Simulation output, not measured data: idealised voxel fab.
The document below concerns the process module designated voxel fin reveal.
Square cells of 5 nm make up the cross-section cut, whose width is 260 nm.
Just so we're on the same page, the cross-sections are grids of square cells, and they're listed out in bands top to bottom, each band one or more rows deep.
A band entry consists of two parts. The first gives the height of the band's top and the height of its bottom, in nm. The rest lists the band's materials from left to right, each with its width in nm. A single material labelled with the word "throughout" fills the band from edge to edge, and the word "empty" marks empty space.
A quick word on heights: they are counted from 0, and under that level the wafer as it came to us is one material throughout. The lowest band is different from the rest in having no bottom; it simply continues downward, written as in "z 0 and below".
With a width like "30..40", each row of cells in the band differs from the next by the same amount, the top row carrying the first number and the bottom row the second.
The cross-section has no changed cell in any step marked "everything unchanged".
"Closed void roster" enumerates empty spaces isolated from the top, with no open way to it, that contain at least 8 cells, giving each as width x height at distance from the left edge, all three in nm.
after a step's settings: what the simulator itself notes on the step
The "overlay nm" setting may appear on a step's line; for a step that uses a mask, it gives how far to the right of its planned position the mask lay, and a negative value indicates the left.

Planned process steps:
1 RECEIVE with material Si
2 CONFORMAL_DEP with material SiN, thk nm 5
3 PATTERN with tone cover, mask id FINS, material resist, width nm 15, pitch nm 40, thk nm 20, overlay nm 0
4 DIRECTIONAL_ETCH with etch materials SiN, depth nm 5
5 DIRECTIONAL_ETCH with etch materials Si, depth nm 30
6 STRIP with etch materials resist
7 OXIDIZE with depth nm 5
8 FILL_DEP with material SiO2, thk nm 15
9 CMP with height nm 5
10 SELECTIVE_ETCH with etch materials SiO2, depth nm 15
11 STRIP with etch materials SiN
12 CONFORMAL_DEP with material HfO2, thk nm 5

On the first of the two wafers: run conducted according to plan:

Cross-section of the incoming wafer, state after step 1:
  z 0 and below: Si throughout
  Closed void roster: none

Step 2 done - wafer cross-section:
  z 5 to 0: SiN throughout
  Below a height of 0, the structure has not been altered.

Step 3 done - wafer cross-section:
  z 25 to 5: 80 empty  15 resist  25 empty  15 resist  25 empty  15 resist  85 empty
  Below a height of 5, the structure has not been altered.

Step 4 done - wafer cross-section:
  z 25 to 5: 80 empty  15 resist  25 empty  15 resist  25 empty  15 resist  85 empty
  z 5 to 0: 80 empty  15 SiN  25 empty  15 SiN  25 empty  15 SiN  85 empty
  Below a height of 0, the structure has not been altered.

Step 5 done - wafer cross-section:
  z 25 to 5: 80 empty  15 resist  25 empty  15 resist  25 empty  15 resist  85 empty
  z 5 to 0: 80 empty  15 SiN  25 empty  15 SiN  25 empty  15 SiN  85 empty
  z 0 to -30: 80 empty  15 Si  25 empty  15 Si  25 empty  15 Si  85 empty
  Below a height of -30, the structure has not been altered.

Step 6 done - wafer cross-section:
  z 5 to 0: 80 empty  15 SiN  25 empty  15 SiN  25 empty  15 SiN  85 empty
  Below a height of 0, the structure has not been altered.

Step 7 done - wafer cross-section:
  z 5 to 0: 80 empty  15 SiN  25 empty  15 SiN  25 empty  15 SiN  85 empty
  z 0 to -30: 80 empty  5 SiO2  5 Si  5 SiO2  25 empty  5 SiO2  5 Si  5 SiO2  25 empty  5 SiO2  5 Si  5 SiO2  85 empty
  z -30 to -35: 85 SiO2  5 Si  35 SiO2  5 Si  35 SiO2  5 Si  90 SiO2
  Below a height of -35, the structure has not been altered.

Step 8 done - wafer cross-section:
  z 20 to 5: SiO2 throughout
  z 5 to 0: 80 SiO2  15 SiN  25 SiO2  15 SiN  25 SiO2  15 SiN  85 SiO2
  z 0 to -35: 85 SiO2  5 Si  35 SiO2  5 Si  35 SiO2  5 Si  90 SiO2
  Below a height of -35, the structure has not been altered.

Step 9 done - wafer cross-section:
  z 5 to 0: 80 SiO2  15 SiN  25 SiO2  15 SiN  25 SiO2  15 SiN  85 SiO2
  Below a height of 0, the structure has not been altered.

Step 10 done - wafer cross-section:
  z 5 to 0: 80 empty  15 SiN  25 empty  15 SiN  25 empty  15 SiN  85 empty
  z 0 to -10: 85 empty  5 Si  35 empty  5 Si  35 empty  5 Si  90 empty
  Below a height of -10, the structure has not been altered.

Step 11 done - wafer cross-section:
  z 0 to -10: 85 empty  5 Si  35 empty  5 Si  35 empty  5 Si  90 empty
  Below a height of -10, the structure has not been altered.

Step 12 done - wafer cross-section:
  z 5 to 0: 80 empty  15 HfO2  25 empty  15 HfO2  25 empty  15 HfO2  85 empty
  z 0 to -5: 80 empty  5 HfO2  5 Si  5 HfO2  25 empty  5 HfO2  5 Si  5 HfO2  25 empty  5 HfO2  5 Si  5 HfO2  85 empty
  z -5 to -10: 85 HfO2  5 Si  35 HfO2  5 Si  35 HfO2  5 Si  90 HfO2
  Below a height of -10, the structure has not been altered.

Now the other wafer: same start, same recipe, but we messed up one thing when running it. Up to and including step 2 it's the same as the first one:

Second wafer, section view, time point: scheduled end of step 3:
  z 25 to 5: 90 empty  15 resist  25 empty  15 resist  25 empty  15 resist  75 empty
  Below a height of 5, the structure has not been altered.

Second wafer, section view, time point: scheduled end of step 4:
  z 25 to 5: 90 empty  15 resist  25 empty  15 resist  25 empty  15 resist  75 empty
  z 5 to 0: 90 empty  15 SiN  25 empty  15 SiN  25 empty  15 SiN  75 empty
  Below a height of 0, the structure has not been altered.

Second wafer, section view, time point: scheduled end of step 5:
  z 25 to 5: 90 empty  15 resist  25 empty  15 resist  25 empty  15 resist  75 empty
  z 5 to 0: 90 empty  15 SiN  25 empty  15 SiN  25 empty  15 SiN  75 empty
  z 0 to -30: 90 empty  15 Si  25 empty  15 Si  25 empty  15 Si  75 empty
  Below a height of -30, the structure has not been altered.

Second wafer, section view, time point: scheduled end of step 6:
  z 5 to 0: 90 empty  15 SiN  25 empty  15 SiN  25 empty  15 SiN  75 empty
  Below a height of 0, the structure has not been altered.

Second wafer, section view, time point: scheduled end of step 7:
  z 5 to 0: 90 empty  15 SiN  25 empty  15 SiN  25 empty  15 SiN  75 empty
  z 0 to -30: 90 empty  5 SiO2  5 Si  5 SiO2  25 empty  5 SiO2  5 Si  5 SiO2  25 empty  5 SiO2  5 Si  5 SiO2  75 empty
  z -30 to -35: 95 SiO2  5 Si  35 SiO2  5 Si  35 SiO2  5 Si  80 SiO2
  Below a height of -35, the structure has not been altered.

Second wafer, section view, time point: scheduled end of step 8:
  z 20 to 5: SiO2 throughout
  z 5 to 0: 90 SiO2  15 SiN  25 SiO2  15 SiN  25 SiO2  15 SiN  75 SiO2
  z 0 to -35: 95 SiO2  5 Si  35 SiO2  5 Si  35 SiO2  5 Si  80 SiO2
  Below a height of -35, the structure has not been altered.

Second wafer, section view, time point: scheduled end of step 9:
  z 5 to 0: 90 SiO2  15 SiN  25 SiO2  15 SiN  25 SiO2  15 SiN  75 SiO2
  Below a height of 0, the structure has not been altered.

Second wafer, section view, time point: scheduled end of step 10:
  z 5 to 0: 90 empty  15 SiN  25 empty  15 SiN  25 empty  15 SiN  75 empty
  z 0 to -10: 95 empty  5 Si  35 empty  5 Si  35 empty  5 Si  80 empty
  Below a height of -10, the structure has not been altered.

Second wafer, section view, time point: scheduled end of step 11:
  z 0 to -10: 95 empty  5 Si  35 empty  5 Si  35 empty  5 Si  80 empty
  Below a height of -10, the structure has not been altered.

Second wafer, section view, time point: scheduled end of step 12:
  z 5 to 0: 90 empty  15 HfO2  25 empty  15 HfO2  25 empty  15 HfO2  75 empty
  z 0 to -5: 90 empty  5 HfO2  5 Si  5 HfO2  25 empty  5 HfO2  5 Si  5 HfO2  25 empty  5 HfO2  5 Si  5 HfO2  75 empty
  z -5 to -10: 95 HfO2  5 Si  35 HfO2  5 Si  35 HfO2  5 Si  80 HfO2
  Below a height of -10, the structure has not been altered.
What was done differently from what was planned? for step 3, the planned setting was not used; the step was instead run as PATTERN with tone cover, mask id FINS, material resist, width nm 15, pitch nm 40, thk nm 20, overlay nm 10
So at the finish, the second wafer's got exactly as many cells of each material as the first, just not in the same spots.
